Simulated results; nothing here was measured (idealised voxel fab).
process module | voxel air gaps
cross-section cut | 195 nm wide | cells 5 nm
A cross-section is a grid of square cells, given in bands from the top down. A band is one or more rows of cells.
Each band's line starts with the height of the band's top and of its bottom, in nm. Then come its materials from left to right, each with its width in nm. One material with "throughout" fills the band from edge to edge. "air" is empty space.
Height 0 is the level under which the wafer as received is all one material. The lowest band goes on downwards, as in "0 down".
A width such as "30 to 40" changes by the same amount from each row of cells to the next, from the band's top row to its bottom row.
"no change" after a step means that no cell of the cross-section changed.
closed voids: empty space of 8 cells or more with no open way to the top, each as width x height at its distance from the left edge, in nm
after a step's settings: what the simulator itself notes on the step
overlay nm, on a step with a mask: how far to the right of its planned place the mask lay; to the left if negative
plan
1 op RECEIVE | material Si
2 op CONFORMAL_DEP | material SiO2 | thk nm 10
3 op CONFORMAL_DEP | material SiN | thk nm 5
4 op DIRECTIONAL_DEP | material SiO2 | thk nm 35
5 op MASKED_ETCH | tone open | mask id LINES | width nm 15 | pitch nm 40 | etch materials SiO2 | depth nm 35 | overlay nm 0
6 op CONFORMAL_DEP | material TiN | thk nm 5
7 op FILL_DEP | material W | thk nm 10
8 op CMP | height nm 50
9 op EPI | material Ru | thk nm 10
10 op SELECTIVE_ETCH | etch materials SiO2 | depth nm 45
11 op CONFORMAL_DEP | material SiN | thk nm 5
as received, after step 1
  0 down: Si throughout
  closed voids: none
first wafer at the end, as planned
  65 to 60: air 35 | SiN 125 | air 35
  60 to 50: air 35 | SiN 5 | Ru 35 | SiN 5 | Ru 35 | SiN 5 | Ru 35 | SiN 5 | air 35
  50 to 45: air 35 | SiN 15 | TiN 5 | W 5 | TiN 5 | SiN 25 | TiN 5 | W 5 | TiN 5 | SiN 25 | TiN 5 | W 5 | TiN 5 | SiN 15 | air 35
  45 to 20: air 45 | SiN 5 | TiN 5 | W 5 | TiN 5 | SiN 5 | air 15 | SiN 5 | TiN 5 | W 5 | TiN 5 | SiN 5 | air 15 | SiN 5 | TiN 5 | W 5 | TiN 5 | SiN 5 | air 45
  20 to 15: SiN 50 | TiN 15 | SiN 25 | TiN 15 | SiN 25 | TiN 15 | SiN 50
  15 to 10: SiN throughout
  10 to 0: SiO2 throughout
  0 down: Si throughout
  closed voids: 15 x 25 at 70; 15 x 25 at 110
second wafer at the end: like start, like plan, one mistake
  75 to 70: air 25 | SiN 145 | air 25
  70 to 50: air 25 | SiN 5 | Ru 135 | SiN 5 | air 25
  50 to 45: air 25 | SiN 25 | TiN 5 | W 5 | TiN 5 | SiO2 25 | TiN 5 | W 5 | TiN 5 | SiO2 25 | TiN 5 | W 5 | TiN 5 | SiN 25 | air 25
  45 to 20: air 45 | SiN 5 | TiN 5 | W 5 | TiN 5 | SiO2 25 | TiN 5 | W 5 | TiN 5 | SiO2 25 | TiN 5 | W 5 | TiN 5 | SiN 5 | air 45
  20 to 15: SiN 50 | TiN 15 | SiO2 25 | TiN 15 | SiO2 25 | TiN 15 | SiN 50
  15 to 10: SiN throughout
  10 to 0: SiO2 throughout
  0 down: Si throughout
  closed voids: none
what went wrong: step 9 was run twice
at the end the second wafer has, in cells: 66 more of Ru | 32 fewer of SiN | 70 more of SiO2
closed voids at the end (first wafer, second wafer): 2, 0
